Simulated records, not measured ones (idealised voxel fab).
Process module, titled voxel self aligned contacts
Cross-section cut spans 220 nm and uses square cells 5 nm in size.
Throughout this document, each cross-section is represented as a grid of square cells and is presented as a sequence of bands enumerated from the top downward, where a band comprises one or more rows of cells.
Heights first: top, then bottom, in nm. Then materials, left to right, each with a width in nm. "edge to edge" on a single material: fills the band edge to edge. "air": empty space.
Height reference: 0 = level under which incoming wafer is all one material. Lowest band: no bottom, runs on downward, e.g. "top 0, no bottom".
Graded width ("30 to 40"): value in top row of band = first number; value in bottom row = second number; row-to-row change constant.
What does "all unchanged" mean for a step? It means no cell of the cross-section changed in that step.
"Fully sealed cavities": sealed empty spaces, 8 cells or more, no open way to top, listed width x height at distance, with distance from the left edge and width, height and distance in nm.
Note: text after step settings on the step line = simulator remark on that step.
"overlay nm" on a masked step: distance the mask lay right of its planned place, negative for left.
Listed below are the process steps as planned
1. op RECEIVE | material Si
2. op OXIDIZE | depth nm 5
3. op DIRECTIONAL_DEP | material polySi | thk nm 20
4. op DIRECTIONAL_DEP | material SiN | thk nm 15
5. op PATTERN | tone cover | mask id GATE | material resist | width nm 25 | pitch nm 50 | thk nm 15 | overlay nm 0
6. op DIRECTIONAL_ETCH | etch materials SiN | depth nm 15
7. op DIRECTIONAL_ETCH | etch materials polySi | depth nm 20
8. op STRIP | etch materials resist
9. op CONFORMAL_DEP | material SiN | thk nm 5
10. op DIRECTIONAL_ETCH | etch materials SiN | depth nm 5
11. op FILL_DEP | material SiO2 | thk nm 10
12. op CMP | height nm 40
13. op PATTERN | tone open | mask id CONTACT | material resist | width nm 35 | pitch nm 50 | thk nm 15 | overlay nm 0
14. op DIRECTIONAL_ETCH | etch materials SiO2 | depth nm 45
15. op STRIP | etch materials resist
16. op CONFORMAL_DEP | material TiN | thk nm 5
17. op FILL_DEP | material Ru | thk nm 10
18. op CMP | height nm 40
19. op CONFORMAL_DEP | material SiCN | thk nm 5
Cross-section: wafer on arrival = after step 1
> top 0, no bottom  Si edge to edge
> Fully sealed cavities: none
Cross-section at module end, one run error; start and plan unchanged from above
> top 45, bottom 40  SiCN edge to edge
> top 40, bottom 35  SiO2=65  TiN=15  Ru=10  TiN=10  SiO2=15  TiN=15  Ru=10  TiN=10  SiO2=70
> top 35, bottom 20  SiO2=45  SiN=30  TiN=5  Ru=10  TiN=5  SiN=30  TiN=5  Ru=10  TiN=5  SiN=30  SiO2=45
> top 20, bottom 0  SiO2=45  SiN=5  polySi=20  SiN=5  TiN=5  Ru=10  TiN=5  SiN=5  polySi=20  SiN=5  TiN=5  Ru=10  TiN=5  SiN=5  polySi=20  SiN=5  SiO2=45
> top 0, bottom -5  SiO2=75  TiN=20  SiO2=30  TiN=20  SiO2=75
> top -5, no bottom  Si edge to edge
> Fully sealed cavities: none
In executing the process, a mistake was made relative to the plan: contrary to plan, step 5 was performed as op PATTERN | tone cover | mask id GATE | material resist | width nm 20 | pitch nm 50 | thk nm 15 | overlay nm 0
